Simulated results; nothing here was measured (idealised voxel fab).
Process module in this document: voxel fin reveal
Displayed cross-section: cut, width of 260 nm, square cells sized 5 nm.
Bands, listed from the top down, are how a cross-section gets written in this document; the cross-section itself is a grid of square cells, and a band is one or more rows of them.
Heights first: top, then bottom, in nm. Then materials, left to right, each with a width in nm. "edge to edge" on a single material: fills the band edge to edge. "blank": empty space.
Beneath 0, the wafer as received is one material, and that level is where height counting begins. The lowest band goes on downward without a bottom; it is written like "0 nm and below".
When a width is written as two numbers, as in "30 to 40", the first number is the width in the top row of cells of the band and the second is the width in its bottom row, and the width changes by the same amount from each row to the next.
"changes: none" -> step changed no cross-section cell.
If an empty space has no open way to the top and is at least 8 cells in size, "Sealed void inventory" lists it, written width x height at distance, where distance is measured from the left edge and every value is in nm.
On each step's line, the part that comes after the settings is the simulator's own comment on the step.
"overlay nm", when on a step's line for a step with a mask, measures how far to the right of its planned place the mask lay; a negative measure means to the left.
The planned process steps are enumerated hereunder:
1,RECEIVE [material Si]
2,CONFORMAL_DEP [material SiN] [thk nm 5]
3,PATTERN [tone cover] [mask id FINS] [material resist] [width nm 15] [pitch nm 40] [thk nm 20] [overlay nm 0]
4,DIRECTIONAL_ETCH [etch materials SiN] [depth nm 5]
5,DIRECTIONAL_ETCH [etch materials Si] [depth nm 30]
6,STRIP [etch materials resist]
7,OXIDIZE [depth nm 5]
8,FILL_DEP [material SiO2] [thk nm 15]
9,CMP [height nm 5]
10,SELECTIVE_ETCH [etch materials SiO2] [depth nm 5]
11,STRIP [etch materials SiN]
12,CONFORMAL_DEP [material HfO2] [thk nm 5]
varied across the wafers: depth nm of step 10. The plan shows the first wafer's value. All wafers start alike
Here's the first of the wafers in cross-section, just as we got it, i.e. after step 1:
	0 nm and below  Si edge to edge
	Sealed void inventory: none
Tabulated below, wafer by wafer, are the end-of-module results: for each material, the number of cells gained (+) or lost (-) relative to the as-received state, followed by the closed voids:
depth nm 5, +52 HfO2, -343 Si, +343 SiO2, Sealed void inventory: none
depth nm 10, +58 HfO2, -343 Si, +294 SiO2, Sealed void inventory: none
depth nm 15, +64 HfO2, -343 Si, +245 SiO2, Sealed void inventory: none
depth nm 20, +70 HfO2, -343 Si, +196 SiO2, Sealed void inventory: none
depth nm 25, +76 HfO2, -343 Si, +147 SiO2, Sealed void inventory: none
depth nm 30, +82 HfO2, -343 Si, +98 SiO2, Sealed void inventory: none
